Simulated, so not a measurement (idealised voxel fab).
Title: Process Module voxel tone inversion
Pictured: cross-section cut, 200 nm wide, on a grid of 5 nm square cells.
Think of the cross-section as a grid of square cells. We describe it in bands, top to bottom, and each band covers one or more rows of those cells. Each band's line starts with the height of the band's top and of its bottom, in nm. Then come its materials from left to right, each with its width in nm. One material with "all across" fills the band from edge to edge. "empty" is empty space. Ref level 0: as-received wafer is one material below here. Bottom band extends down with no lower bound ("0 down"). A two-number width, for instance "30->40", indicates that the width is equal to the first number in the top row of the band and to the second number in the bottom row, and that it changes by a constant amount per row of cells. You'll sometimes find "no modifications" written for a step, and that's the way of saying that nowhere in the cross-section did a cell change during that step. "Completely sealed voids" lists enclosed empty spaces (at least 8 cells, no open path upward to the top), each as width x height at distance from the left edge, in nm. after a step's settings: what the simulator itself notes on the step. "overlay nm" on a masked step: distance the mask lay right of its planned place, negative for left.

## Steps in the process plan
1 RECEIVE,material Si
2 CONFORMAL_DEP,material SiCN,thk nm 10
3 DIRECTIONAL_DEP,material polySi,thk nm 15
4 PATTERN,tone cover,mask id POSTS,material resist,width nm 25,pitch nm 55,thk nm 25,overlay nm 0
5 DIRECTIONAL_ETCH,etch materials polySi,depth nm 15
6 STRIP,etch materials resist
7 FILL_DEP,material lowk,thk nm 5
8 CMP,height nm 25
9 STRIP,etch materials polySi
10 CONFORMAL_DEP,material TiN,thk nm 5
11 FILL_DEP,material Ru,thk nm 10
12 CMP,height nm 25
13 CONFORMAL_DEP,material SiN,thk nm 5

## first wafer, as planned

## Cross-section of the wafer at receipt, which is the condition after step 1
  0 down = Si all across
  Completely sealed voids: none

## Cross-section through the wafer, step 2 finished
  10 to 0 = SiCN all across
  Under the height 0 nothing was changed.

## Cross-section through the wafer, step 3 finished
  25 to 10 = polySi all across
  Under the height 10 nothing was changed.

## Cross-section through the wafer, step 4 finished
  50 to 25 = 30 of empty | 25 of resist | 30 of empty | 25 of resist | 30 of empty | 25 of resist | 35 of empty
  Under the height 25 nothing was changed.

## Cross-section through the wafer, step 5 finished
  50 to 25 = 30 of empty | 25 of resist | 30 of empty | 25 of resist | 30 of empty | 25 of resist | 35 of empty
  25 to 10 = 30 of empty | 25 of polySi | 30 of empty | 25 of polySi | 30 of empty | 25 of polySi | 35 of empty
  Under the height 10 nothing was changed.

## Cross-section through the wafer, step 6 finished
  25 to 10 = 30 of empty | 25 of polySi | 30 of empty | 25 of polySi | 30 of empty | 25 of polySi | 35 of empty
  Under the height 10 nothing was changed.

## Cross-section through the wafer, step 7 finished
  30 to 25 = lowk all across
  25 to 10 = 30 of lowk | 25 of polySi | 30 of lowk | 25 of polySi | 30 of lowk | 25 of polySi | 35 of lowk
  Under the height 10 nothing was changed.

## Cross-section through the wafer, step 8 finished
  25 to 10 = 30 of lowk | 25 of polySi | 30 of lowk | 25 of polySi | 30 of lowk | 25 of polySi | 35 of lowk
  Under the height 10 nothing was changed.

## Cross-section through the wafer, step 9 finished
  25 to 10 = 30 of lowk | 25 of empty | 30 of lowk | 25 of empty | 30 of lowk | 25 of empty | 35 of lowk
  Under the height 10 nothing was changed.

## Cross-section through the wafer, step 10 finished
  30 to 25 = 35 of TiN | 15 of empty | 40 of TiN | 15 of empty | 40 of TiN | 15 of empty | 40 of TiN
  25 to 15 = 30 of lowk | 5 of TiN | 15 of empty | 5 of TiN | 30 of lowk | 5 of TiN | 15 of empty | 5 of TiN | 30 of lowk | 5 of TiN | 15 of empty | 5 of TiN | 35 of lowk
  15 to 10 = 30 of lowk | 25 of TiN | 30 of lowk | 25 of TiN | 30 of lowk | 25 of TiN | 35 of lowk
  Under the height 10 nothing was changed.

## Cross-section through the wafer, step 11 finished
  40 to 30 = Ru all across
  30 to 25 = 35 of TiN | 15 of Ru | 40 of TiN | 15 of Ru | 40 of TiN | 15 of Ru | 40 of TiN
  25 to 15 = 30 of lowk | 5 of TiN | 15 of Ru | 5 of TiN | 30 of lowk | 5 of TiN | 15 of Ru | 5 of TiN | 30 of lowk | 5 of TiN | 15 of Ru | 5 of TiN | 35 of lowk
  Under the height 15 nothing was changed.

## Cross-section through the wafer, step 12 finished
  25 to 15 = 30 of lowk | 5 of TiN | 15 of Ru | 5 of TiN | 30 of lowk | 5 of TiN | 15 of Ru | 5 of TiN | 30 of lowk | 5 of TiN | 15 of Ru | 5 of TiN | 35 of lowk
  Under the height 15 nothing was changed.

## Cross-section through the wafer, step 13 finished
  30 to 25 = SiN all across
  Under the height 25 nothing was changed.

## Second of two: same start, same plan, one run error; steps up to and including 11 match the first

## Second wafer, sectioned view, at step 12's planned end time
  15 to 10 = 30 of lowk | 25 of TiN | 30 of lowk | 25 of TiN | 30 of lowk | 25 of TiN | 35 of lowk
  Under the height 10 nothing was changed.

## Second wafer, sectioned view, at step 13's planned end time
  20 to 15 = SiN all across
  Under the height 15 nothing was changed.
Heads up, the wafer didn't run the way we planned it: heads up, step 12 didn't go per plan, it actually ran as CMP,height nm 15
At the finish, the second wafer shows more or fewer cells for some materials than the first does: -18 Ru | -12 TiN | -50 lowk
